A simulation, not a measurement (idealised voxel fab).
The process module presented herein is designated voxel ribs on slabs.
Xsec cut, 245 nm wide, square cell size 5 nm.
If you're reading a cross-section in this doc, picture square cells in a grid; it comes to you as bands, top ones listed first down to the bottom, and a band can be one or more rows of cells. Heights first: top, then bottom, in nm. Then materials, left to right, each with a width in nm. "all across" on a single material: fills the band edge to edge. "empty": empty space. We count height from 0. Below that, the starting wafer is all one material. The lowest band never ends at the bottom but goes on down; see "0..down" for how that is written. Per-row width for "30..40": begins at first number (top row of band), ends at second number (bottom row), increment between rows held constant. Reading "no alterations made" for a step: not a cell of the cross-section changed in it. Entry "Closed empty spaces". Content: empty spaces with no open connection to the top, size 8 cells or greater. Each: width x height at distance. Distance: from left edge. Unit: nm. Note: text after step settings on the step line = simulator remark on that step. Regarding "overlay nm": on a step with a mask, it is the distance the mask lay to the right of its planned place; a negative value places it to the left.
**Here's what the planned process steps look like**
1,RECEIVE (material Si)
2,DIRECTIONAL_DEP (material SiO2; thk nm 25)
3,DIRECTIONAL_DEP (material SiN; thk nm 25)
4,DIRECTIONAL_DEP (material aC; thk nm 15)
5,PATTERN (tone cover; mask id RIB; material resist; width nm 15; thk nm 30; overlay nm 0)
6,DIRECTIONAL_ETCH (etch materials aC; depth nm 15)
7,STRIP (etch materials resist)
8,DIRECTIONAL_ETCH (etch materials SiN; depth nm 5)
9,STRIP (etch materials aC)
10,MASKED_ETCH (tone cover; mask id SLAB; width nm 55; etch materials SiN; depth nm 20; overlay nm 0)
11,FILL_DEP (material SiO2; thk nm 20)
12,CMP (height nm 65)
13,DIRECTIONAL_DEP (material TiN; thk nm 10)
14,PATTERN (tone cover; mask id HEATER; material resist; width nm 25; thk nm 15; overlay nm 0)
15,DIRECTIONAL_ETCH (etch materials TiN; depth nm 10)
16,STRIP (etch materials resist)
17,CONFORMAL_DEP (material SiN; thk nm 10)
**as received, after step 1**
  0..down | Si all across
  Closed empty spaces: none
**Cross-section, first of two wafers, end of module, run as planned**
  85..75 | empty=100 | SiN=45 | empty=100
  75..65 | SiN=110 | TiN=25 | SiN=110
  65..50 | SiO2 all across
  50..45 | SiO2=115 | SiN=15 | SiO2=115
  45..25 | SiO2=95 | SiN=55 | SiO2=95
  25..0 | SiO2 all across
  0..down | Si all across
  Closed empty spaces: none
**Second of two wafers, module complete, sectioned: it shares the first wafer's start and plan but was run with one mistake**
  85..75 | empty=100 | SiN=45 | empty=100
  75..65 | SiN=110 | TiN=25 | SiN=110
  65..25 | SiO2 all across
  25..0 | SiN all across
  0..down | Si all across
  Closed empty spaces: none
The mistake made against the process plan was this: steps 2 and 3 swapped
Cell-count delta at end, second wafer over first, by material: SiN +198 | SiO2 -198
